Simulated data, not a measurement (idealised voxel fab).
process module | voxel quadruple lines
cross-section cut | 260 nm wide | cells 5 nm
When this document writes out a cross-section, it uses a grid of square cells and lists it as bands, beginning at the top and moving down, with a band standing for one or more rows of cells. Per band: top height and bottom height in nm, followed by the left-to-right materials and their widths in nm; "edge to edge" marks a single material spanning edge to edge, "blank" marks empty space. Height 0 is the level under which the wafer as received is all one material. The lowest band goes on downwards, as in "from 0 down". It should be noted that a width expressed as "30..40" varies in equal increments from row to row of cells within the band, taking the value of the first number at the top row and that of the second number at the bottom row. It should be understood that the words "same as before", when stated for a given step, signify that the cross-section underwent no change in any of its cells during that step. The entry titled "Trapped void list" provides the empty spaces that have no open way to the top, restricted to those of 8 cells or more. Each is presented as width x height at distance, the distance being measured from the left edge, with all three in nm. Post-settings text on a step line: simulator's own remark regarding the step. A step line may carry the setting "overlay nm", which, for steps involving a mask, states the distance by which the mask lay to the right of its intended position; negative values denote displacement to the left.
Process steps - plan:
- 1: RECEIVE (material Si)
- 2: CONFORMAL_DEP (material Al2O3; thk nm 5)
- 3: DIRECTIONAL_DEP (material Ru; thk nm 10)
- 4: DIRECTIONAL_DEP (material polySi; thk nm 15)
- 5: DIRECTIONAL_DEP (material aC; thk nm 25)
- 6: PATTERN (tone cover; mask id MANDREL; material resist; width nm 30; pitch nm 80; thk nm 35; overlay nm 0)
- 7: DIRECTIONAL_ETCH (etch materials aC; depth nm 25)
- 8: STRIP (etch materials resist)
- 9: CONFORMAL_DEP (material SiO2; thk nm 10)
- 10: DIRECTIONAL_ETCH (etch materials SiO2; depth nm 10)
- 11: STRIP (etch materials aC)
- 12: DIRECTIONAL_ETCH (etch materials polySi; depth nm 15)
- 13: STRIP (etch materials SiO2)
- 14: CONFORMAL_DEP (material SiCN; thk nm 10)
- 15: DIRECTIONAL_ETCH (etch materials SiCN; depth nm 10)
- 16: STRIP (etch materials polySi)
- 17: DIRECTIONAL_ETCH (etch materials Ru; depth nm 10)
- 18: STRIP (etch materials SiCN)
Cross-section, incoming material, after step 1:
	from 0 down: Si edge to edge
	Trapped void list: none
Module complete, cross-section. Starting point and plan per above. One mistake made in running the module:
	from 15 to 5: blank 55 / Ru 10 / blank 10 / Ru 10 / blank 15 / Ru 10 / blank 10 / Ru 10 / blank 5 / Ru 10 / blank 10 / Ru 10 / blank 15 / Ru 10 / blank 10 / Ru 10 / blank 50
	from 5 to 0: Al2O3 edge to edge
	from 0 down: Si edge to edge
	Trapped void list: none
Deviation noted in wafer processing: planned and actual differ for step 6; actual: PATTERN (tone cover; mask id MANDREL; material resist; width nm 35; pitch nm 80; thk nm 35; overlay nm 0)
